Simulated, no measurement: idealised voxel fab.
A process module follows: voxel capacitor over wiring.
Square cells of 5 nm make up the cross-section cut, whose width is 185 nm.
Just so we're on the same page, the cross-sections are grids of square cells, and they're listed out in bands top to bottom, each band one or more rows deep. Look at the band entry: it leads with the top's height and the bottom's height in nm. Then it lists the materials left to right, with a width in nm for each. The word "full width" on a single material says that material fills the band edge to edge. The word "empty" is empty space. All heights in this document are referenced to 0, defined as the level beneath which the wafer, as received, consists entirely of one material. The lowest band is not bounded below; it extends indefinitely downward and is written in the form "0 and below". Read "30..40" as a graded width: first number on top, second number at the bottom, same change between each pair of neighbouring rows. The designation "changes: none", where it is given for a processing step, indicates that no cell of the cross-section was altered in the course of that step. "Closed cavity list": empty spaces of 8 cells or more with no open way to the top, each given as width x height at distance, distance from the left edge, all in nm. Heads up: the bit after the settings on a step's line is the simulator's remark on that step. You can add "overlay nm" to a step's line. For a step with a mask, it describes how far the mask lay to the right of its planned position, and a negative number describes a lay to the left.
## These are the steps we planned for the process
1. RECEIVE: material Si
2. CONFORMAL_DEP: material SiO2, thk nm 10
3. CONFORMAL_DEP: material SiCN, thk nm 5
4. DIRECTIONAL_DEP: material lowk, thk nm 15
5. MASKED_ETCH: tone open, mask id METAL_1, width nm 30, pitch nm 85, etch materials lowk, depth nm 15, overlay nm 0
6. MASKED_ETCH: tone open, mask id METAL_1, width nm 30, pitch nm 85, etch materials SiCN, depth nm 5, overlay nm 0
7. CONFORMAL_DEP: material TiN, thk nm 5
8. FILL_DEP: material Cu, thk nm 5
9. CMP: height nm 30
10. CONFORMAL_DEP: material SiCN, thk nm 5
11. DIRECTIONAL_DEP: material SiO2, thk nm 10
12. PATTERN: tone open, mask id PLUG_1, material resist, width nm 15, thk nm 20, overlay nm 0
13. DIRECTIONAL_ETCH: etch materials SiO2, depth nm 10
14. DIRECTIONAL_ETCH: etch materials SiCN, depth nm 5
15. STRIP: etch materials resist
16. CONFORMAL_DEP: material TiN, thk nm 5
17. FILL_DEP: material Cu, thk nm 5
18. CMP: height nm 45
19. DIRECTIONAL_DEP: material TiN, thk nm 5
20. DIRECTIONAL_DEP: material SiN, thk nm 5
21. DIRECTIONAL_DEP: material TiN, thk nm 5
22. PATTERN: tone cover, mask id UPPER_PLATE, material resist, width nm 60, thk nm 20, overlay nm 0
23. DIRECTIONAL_ETCH: etch materials TiN, depth nm 5
24. DIRECTIONAL_ETCH: etch materials SiN, depth nm 5
25. STRIP: etch materials resist
26. PATTERN: tone cover, mask id LOWER_PLATE, material resist, width nm 70, thk nm 20, overlay nm 0
27. DIRECTIONAL_ETCH: etch materials TiN, depth nm 5
28. STRIP: etch materials resist
29. FILL_DEP: material SiO2, thk nm 20
30. CMP: height nm 75
31. MASKED_ETCH: tone open, mask id PLUG_2, width nm 15, etch materials SiO2, depth nm 15, overlay nm 0
32. CONFORMAL_DEP: material TiN, thk nm 5
33. FILL_DEP: material Ru, thk nm 5
34. CMP: height nm 75
35. CONFORMAL_DEP: material SiCN, thk nm 5
For this document, wafers share an identical start and vary in the step 7 thk nm; the plan quotes the first wafer's value.
## Cross-section of the first of several received wafers, showing its state after step 1
- 0 and below: Si full width
- Closed cavity list: none
## Wafer cross-section (first of several) - module end, post step 35 (last step)
- 80 down to 75: SiCN full width
- 75 down to 65: SiO2 60 nm, then TiN 5 nm, then Ru 5 nm, then TiN 5 nm, then SiO2 110 nm
- 65 down to 55: SiO2 60..50 nm, then TiN 15..60 nm, then SiO2 110..75 nm
- 55 down to 50: SiO2 50 nm, then SiN 60 nm, then SiO2 75 nm
- 50 down to 45: SiO2 45 nm, then TiN 70 nm, then SiO2 70 nm
- 45 down to 35: SiO2 50 nm, then TiN 5 nm, then Cu 5 nm, then TiN 5 nm, then SiO2 120 nm
- 35 down to 30: SiCN 50 nm, then TiN 15 nm, then SiCN 120 nm
- 30 down to 15: lowk 35 nm, then TiN 5 nm, then Cu 20 nm, then TiN 5 nm, then lowk 55 nm, then TiN 5 nm, then Cu 20 nm, then TiN 5 nm, then lowk 35 nm
- 15 down to 10: SiCN 35 nm, then TiN 30 nm, then SiCN 55 nm, then TiN 30 nm, then SiCN 35 nm
- 10 down to 0: SiO2 full width
- 0 and below: Si full width
- Closed cavity list: none
## Cross-sectional depiction of the last of several wafers upon completion of the module
- 80 down to 75: SiCN full width
- 75 down to 65: SiO2 60 nm, then TiN 5 nm, then Ru 5 nm, then TiN 5 nm, then SiO2 110 nm
- 65 down to 55: SiO2 60..50 nm, then TiN 15..60 nm, then SiO2 110..75 nm
- 55 down to 50: SiO2 50 nm, then SiN 60 nm, then SiO2 75 nm
- 50 down to 45: SiO2 45 nm, then TiN 70 nm, then SiO2 70 nm
- 45 down to 35: SiO2 50 nm, then TiN 5 nm, then Cu 5 nm, then TiN 5 nm, then SiO2 120 nm
- 35 down to 30: SiCN 50 nm, then TiN 15 nm, then SiCN 120 nm
- 30 down to 15: lowk 35 nm, then TiN 30 nm, then lowk 55 nm, then TiN 30 nm, then lowk 35 nm
- 15 down to 10: SiCN 35 nm, then TiN 30 nm, then SiCN 55 nm, then TiN 30 nm, then SiCN 35 nm
- 10 down to 0: SiO2 full width
- 0 and below: Si full width
- Closed cavity list: none
## Gained (+) or lost (-) cells of each material since receipt, then closed voids: one row per wafer, at the end of the module
thk nm 5 | +26 Cu | +2 Ru | +96 SiCN | +12 SiN | +317 SiO2 | +64 TiN | +75 lowk | Closed cavity list: none
thk nm 10 | +10 Cu | +2 Ru | +96 SiCN | +12 SiN | +317 SiO2 | +80 TiN | +75 lowk | Closed cavity list: none
thk nm 15 | +2 Cu | +2 Ru | +96 SiCN | +12 SiN | +317 SiO2 | +88 TiN | +75 lowk | Closed cavity list: none
thk nm 20 | +2 Cu | +2 Ru | +96 SiCN | +12 SiN | +317 SiO2 | +88 TiN | +75 lowk | Closed cavity list: none
